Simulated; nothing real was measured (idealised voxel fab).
Process module name: voxel ribs on slabs
The figure presents cross-section cut, which has a width of 275 nm and is divided into square cells with an edge length of 5 nm.
Notation: cross-section as square-cell grid; stated in bands, top first, going down; one or more cell rows per band. Per band: top height and bottom height in nm, followed by the left-to-right materials and their widths in nm; "everywhere" marks a single material spanning edge to edge, "air" marks empty space. Heights are expressed relative to 0, this being the level below which the as-received wafer comprises one material exclusively. The lowest band is unbounded in the downward direction and is denoted as in "from 0 down". Quick explanation for "30 to 40": the width changes in equal steps down the rows of cells, from the first number in the band's top row to the second number in its bottom row. Given "everything unchanged" for a step, no cell of the cross-section differs between before and after that step. Voids not open to the top, 8 cells minimum: see "Sealed voids". Written width x height at distance; distance is from the left edge; nm. Formally, on a step line, whatever follows the settings is a remark that the simulator itself makes on the step. The setting "overlay nm" may be written on the line of a step. When the step uses a mask, the value reports how far to the right of the planned place the mask lay, and a negative value reports that it lay to the left.
### Steps planned for the process
1) RECEIVE | material Si
2) DIRECTIONAL_DEP | material SiO2 | thk nm 30
3) DIRECTIONAL_DEP | material SiN | thk nm 20
4) DIRECTIONAL_DEP | material aC | thk nm 15
5) PATTERN | tone cover | mask id RIB | material resist | width nm 30 | thk nm 35 | overlay nm 0
6) DIRECTIONAL_ETCH | etch materials aC | depth nm 15
7) STRIP | etch materials resist
8) DIRECTIONAL_ETCH | etch materials SiN | depth nm 5
9) STRIP | etch materials aC
10) DIRECTIONAL_DEP | material aC | thk nm 10
11) PATTERN | tone cover | mask id SLAB | material resist | width nm 70 | thk nm 30 | overlay nm 0
12) DIRECTIONAL_ETCH | etch materials aC | depth nm 10
13) STRIP | etch materials resist
14) DIRECTIONAL_ETCH | etch materials SiN | depth nm 15
15) STRIP | etch materials aC
16) FILL_DEP | material SiO2 | thk nm 25
17) CMP | height nm 65
18) DIRECTIONAL_DEP | material TiN | thk nm 5
19) PATTERN | tone cover | mask id HEATER | material resist | width nm 40 | thk nm 20 | overlay nm 0
20) DIRECTIONAL_ETCH | etch materials TiN | depth nm 5
21) STRIP | etch materials resist
22) CONFORMAL_DEP | material SiO2 | thk nm 10
It is noted that the wafers described herein are identical at the outset and are distinguished by the width nm of step 11; the value stated in the plan corresponds to the first wafer.
### Sectional view: first of several wafers, as received, after step 1
	from 0 down = Si everywhere
	Sealed voids: none
### After the module's final step, step 22: the first of several wafers in cross-section
	from 80 to 75 = 105 nm air, 60 nm SiO2, 110 nm air
	from 75 to 70 = SiO2 everywhere
	from 70 to 65 = 115 nm SiO2, 40 nm TiN, 120 nm SiO2
	from 65 to 50 = SiO2 everywhere
	from 50 to 45 = 120 nm SiO2, 30 nm SiN, 125 nm SiO2
	from 45 to 30 = 100 nm SiO2, 70 nm SiN, 105 nm SiO2
	from 30 to 0 = SiO2 everywhere
	from 0 down = Si everywhere
	Sealed voids: none
### Showing the last wafer in cross-section at the end of the module
	from 80 to 75 = 105 nm air, 60 nm SiO2, 110 nm air
	from 75 to 70 = SiO2 everywhere
	from 70 to 65 = 115 nm SiO2, 40 nm TiN, 120 nm SiO2
	from 65 to 50 = SiO2 everywhere
	from 50 to 45 = 120 nm SiO2, 30 nm SiN, 125 nm SiO2
	from 45 to 30 = 90 nm SiO2, 95 nm SiN, 90 nm SiO2
	from 30 to 0 = SiO2 everywhere
	from 0 down = Si everywhere
	Sealed voids: none
### Below: a row per wafer. Contents at end of module: for every material, cells gained since receipt (+) or lost since receipt (-); then closed voids
width nm 70, +48 SiN, +781 SiO2, +8 TiN, Sealed voids: none
width nm 75, +51 SiN, +778 SiO2, +8 TiN, Sealed voids: none
width nm 80, +54 SiN, +775 SiO2, +8 TiN, Sealed voids: none
width nm 85, +57 SiN, +772 SiO2, +8 TiN, Sealed voids: none
width nm 90, +60 SiN, +769 SiO2, +8 TiN, Sealed voids: none
width nm 95, +63 SiN, +766 SiO2, +8 TiN, Sealed voids: none
